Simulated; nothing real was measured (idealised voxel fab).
process module | voxel air gaps
Square cell edge 5 nm, section width 225 nm, ID cut.
Cross-section, as written here: a square-cell grid given band by band from the top down, where a band holds one or more rows of cells. What a band's entry tells you: where the top is and where the bottom is, as heights in nm, and after that what lies inside, material by material from left to right, each with its width in nm. Empty space is written as the word "blank", and a single material marked with the word "all across" occupies the band from edge to edge. Note: height 0 marks the level under which the wafer is uniformly one material as received. Lowest band unbounded below, written "from 0 down". Top row gets the first number, bottom row gets the second, and each row in between changes by the same step: that is how a band width like "30..40" works. "remains unaltered" (step): cross-section cells unchanged, all of them. Basically, "Unvented voids" tells you about the enclosed voids: empty spaces with no open way to the top, 8 cells or bigger, each written width x height at distance, where distance is from the left edge, all in nm. That trailing text on a step's line, after the settings, is the simulator's own remark on the step. overlay nm: right-of-plan distance of the mask on a masked step; negative values mean left-of-plan.
The following list gives the planned process steps
1: RECEIVE | material Si
2: CONFORMAL_DEP | material SiO2 | thk nm 10
3: CONFORMAL_DEP | material SiCN | thk nm 5
4: DIRECTIONAL_DEP | material SiO2 | thk nm 35
5: MASKED_ETCH | tone open | mask id LINES | width nm 15 | pitch nm 40 | etch materials SiO2 | depth nm 35 | overlay nm 0
6: CONFORMAL_DEP | material TiN | thk nm 5
7: FILL_DEP | material Cu | thk nm 5
8: CMP | height nm 50
9: EPI | material Ru | thk nm 10
10: SELECTIVE_ETCH | etch materials SiO2 | depth nm 45
11: CONFORMAL_DEP | material SiCN | thk nm 5
Cross-sectional view of the wafer in its as-received condition, corresponding to the state after step 1
  from 0 down  Si all across
  Unvented voids: none
First of two wafers: cross-section at end of module, run per plan
  from 65 to 60  50 of blank, then 125 of SiCN, then 50 of blank
  from 60 to 50  50 of blank, then 5 of SiCN, then 35 of Ru, then 5 of SiCN, then 35 of Ru, then 5 of SiCN, then 35 of Ru, then 5 of SiCN, then 50 of blank
  from 50 to 45  50 of blank, then 15 of SiCN, then 5 of TiN, then 5 of Cu, then 5 of TiN, then 25 of SiCN, then 5 of TiN, then 5 of Cu, then 5 of TiN, then 25 of SiCN, then 5 of TiN, then 5 of Cu, then 5 of TiN, then 15 of SiCN, then 50 of blank
  from 45 to 20  60 of blank, then 5 of SiCN, then 5 of TiN, then 5 of Cu, then 5 of TiN, then 5 of SiCN, then 15 of blank, then 5 of SiCN, then 5 of TiN, then 5 of Cu, then 5 of TiN, then 5 of SiCN, then 15 of blank, then 5 of SiCN, then 5 of TiN, then 5 of Cu, then 5 of TiN, then 5 of SiCN, then 60 of blank
  from 20 to 15  65 of SiCN, then 15 of TiN, then 25 of SiCN, then 15 of TiN, then 25 of SiCN, then 15 of TiN, then 65 of SiCN
  from 15 to 10  SiCN all across
  from 10 to 0  SiO2 all across
  from 0 down  Si all across
  Unvented voids: 15 x 25 at 85; 15 x 25 at 125
Cross-sectional view of the second of two wafers upon completion of the module. This wafer shared its starting condition and process plan with the first; one error was made during its execution
  from 65 to 60  55 of blank, then 125 of SiCN, then 45 of blank
  from 60 to 50  55 of blank, then 5 of SiCN, then 35 of Ru, then 5 of SiCN, then 35 of Ru, then 5 of SiCN, then 35 of Ru, then 5 of SiCN, then 45 of blank
  from 50 to 45  55 of blank, then 15 of SiCN, then 5 of TiN, then 5 of Cu, then 5 of TiN, then 25 of SiCN, then 5 of TiN, then 5 of Cu, then 5 of TiN, then 25 of SiCN, then 5 of TiN, then 5 of Cu, then 5 of TiN, then 15 of SiCN, then 45 of blank
  from 45 to 20  65 of blank, then 5 of SiCN, then 5 of TiN, then 5 of Cu, then 5 of TiN, then 5 of SiCN, then 15 of blank, then 5 of SiCN, then 5 of TiN, then 5 of Cu, then 5 of TiN, then 5 of SiCN, then 15 of blank, then 5 of SiCN, then 5 of TiN, then 5 of Cu, then 5 of TiN, then 5 of SiCN, then 55 of blank
  from 20 to 15  70 of SiCN, then 15 of TiN, then 25 of SiCN, then 15 of TiN, then 25 of SiCN, then 15 of TiN, then 60 of SiCN
  from 15 to 10  SiCN all across
  from 10 to 0  SiO2 all across
  from 0 down  Si all across
  Unvented voids: 15 x 25 at 90; 15 x 25 at 130
What was the processing mistake? step 5, actual vs plan mismatch, actual run MASKED_ETCH | tone open | mask id LINES | width nm 15 | pitch nm 40 | etch materials SiO2 | depth nm 35 | overlay nm 5
at the end the second wafer has, in cells: as many of each material as the first, in other places
